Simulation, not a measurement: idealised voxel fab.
The following process module bears the name voxel self aligned contacts.
215 nm wide, 5 nm square cells: that's cross-section cut.
Cross-sections here: square-cell grids, written as top-down lists of bands, a band being one or more rows of cells.
Within each band entry, the heights of the top and of the bottom of the band appear first, in that order and in nm; the materials of the band then follow from left to right, each with its corresponding width in nm. The designation "everywhere" on a single material indicates that it fills the band from edge to edge; the designation "empty" indicates empty space.
A quick word on heights: they are counted from 0, and under that level the wafer as it came to us is one material throughout. The lowest band is different from the rest in having no bottom; it simply continues downward, written as in "0 -> down".
Per-row width for "30 to 40": begins at first number (top row of band), ends at second number (bottom row), increment between rows held constant.
"no alteration" (step): cross-section cells unchanged, all of them.
"Unvented cavities" means: voids of 8 cells or more that are shut off from the top with no open way through. Written width x height at distance, distance from the left edge, in nm.
It should be noted that, on the line of a given step, the content following the step's settings is a remark produced by the simulator itself with respect to that step.
overlay nm: right-of-plan distance of the mask on a masked step; negative values mean left-of-plan.
Quick note on how to read the rest: it's all pairs. You get the cross-section before a process step and the one after, but the after one only goes down as far as the lowest band that changed. The step in between, with its settings, sits under the pair. Heads up, the pairs can come from different runs of this module on the same starting wafer, so don't assume a pair picks up from the one above unless its "State before step" entry says it does.

[State before step]
40 -> 20 = SiN everywhere
20 -> 0 = polySi everywhere
0 -> -5 = SiO2 everywhere
-5 -> down = Si everywhere
Unvented cavities: none

[Post-Step Cross-Section]
40 -> 20 = SiN=65 / empty=30 / SiN=25 / empty=30 / SiN=65
Below 20 it's all the same as before, nothing changed down there.
Unvented cavities: none
What process step lies between the two cross-sections above? MASKED_ETCH (tone open; mask id GATE; width nm 30; pitch nm 55; etch materials SiN; depth nm 20; overlay nm 0)

State before step: the wafer arrives at this step looking as the after cross-section in the pair just above shows it.

[Post-Step Cross-Section]
45 -> 25 = SiN=70 / empty=20 / SiN=35 / empty=20 / SiN=70
25 -> 20 = SiN everywhere
Below 20 it's all the same as before, nothing changed down there.
Unvented cavities: none
What process step lies between the two cross-sections above? CONFORMAL_DEP (material SiN; thk nm 5)

State before step: the wafer arrives at this step looking as the after cross-section in the pair just above shows it.

[Post-Step Cross-Section]
40 -> 20 = SiN=70 / empty=20 / SiN=35 / empty=20 / SiN=70
Below 20 it's all the same as before, nothing changed down there.
Unvented cavities: none
What process step lies between the two cross-sections above? DIRECTIONAL_ETCH (etch materials SiN; depth nm 5)

State before step: the wafer arrives at this step looking as the after cross-section in the pair just above shows it.

[Post-Step Cross-Section]
55 -> 40 = SiO2 everywhere
40 -> 20 = SiN=70 / SiO2=20 / SiN=35 / SiO2=20 / SiN=70
Below 20 it's all the same as before, nothing changed down there.
Unvented cavities: none
What process step lies between the two cross-sections above? FILL_DEP (material SiO2; thk nm 15)

State before step: the wafer arrives at this step looking as the after cross-section in the pair just above shows it.

[Post-Step Cross-Section]
50 -> 40 = SiO2 everywhere
Below 40 it's all the same as before, nothing changed down there.
Unvented cavities: none
What process step lies between the two cross-sections above? CMP (height nm 50)

State before step: the wafer arrives at this step looking as the after cross-section in the pair just above shows it.

[Post-Step Cross-Section]
50 -> 40 = SiO2=90 / empty=35 / SiO2=90
Below 40 it's all the same as before, nothing changed down there.
Unvented cavities: none
What process step lies between the two cross-sections above? MASKED_ETCH (tone open; mask id CONTACT; width nm 35; etch materials SiO2; depth nm 55; overlay nm 0)

State before step: the wafer arrives at this step looking as the after cross-section in the pair just above shows it.

[Post-Step Cross-Section]
55 -> 50 = TiN=95 / empty=25 / TiN=95
50 -> 45 = SiO2=90 / TiN=5 / empty=25 / TiN=5 / SiO2=90
45 -> 40 = SiO2=90 / TiN=35 / SiO2=90
Below 40 it's all the same as before, nothing changed down there.
Unvented cavities: none
What process step lies between the two cross-sections above? CONFORMAL_DEP (material TiN; thk nm 5)

State before step: the wafer arrives at this step looking as the after cross-section in the pair just above shows it.

[Post-Step Cross-Section]
65 -> 55 = Ru everywhere
55 -> 50 = TiN=95 / Ru=25 / TiN=95
50 -> 45 = SiO2=90 / TiN=5 / Ru=25 / TiN=5 / SiO2=90
Below 45 it's all the same as before, nothing changed down there.
Unvented cavities: none
What process step lies between the two cross-sections above? FILL_DEP (material Ru; thk nm 10)

State before step: the wafer arrives at this step looking as the after cross-section in the pair just above shows it.

[Post-Step Cross-Section]
50 -> 45 = SiO2=90 / TiN=5 / Ru=25 / TiN=5 / SiO2=90
Below 45 it's all the same as before, nothing changed down there.
Unvented cavities: none
What process step lies between the two cross-sections above? CMP (height nm 50)

State before step: the wafer arrives at this step looking as the after cross-section in the pair just above shows it.

[Post-Step Cross-Section]
55 -> 50 = SiCN everywhere
Below 50 it's all the same as before, nothing changed down there.
Unvented cavities: none
What process step lies between the two cross-sections above? CONFORMAL_DEP (material SiCN; thk nm 5)
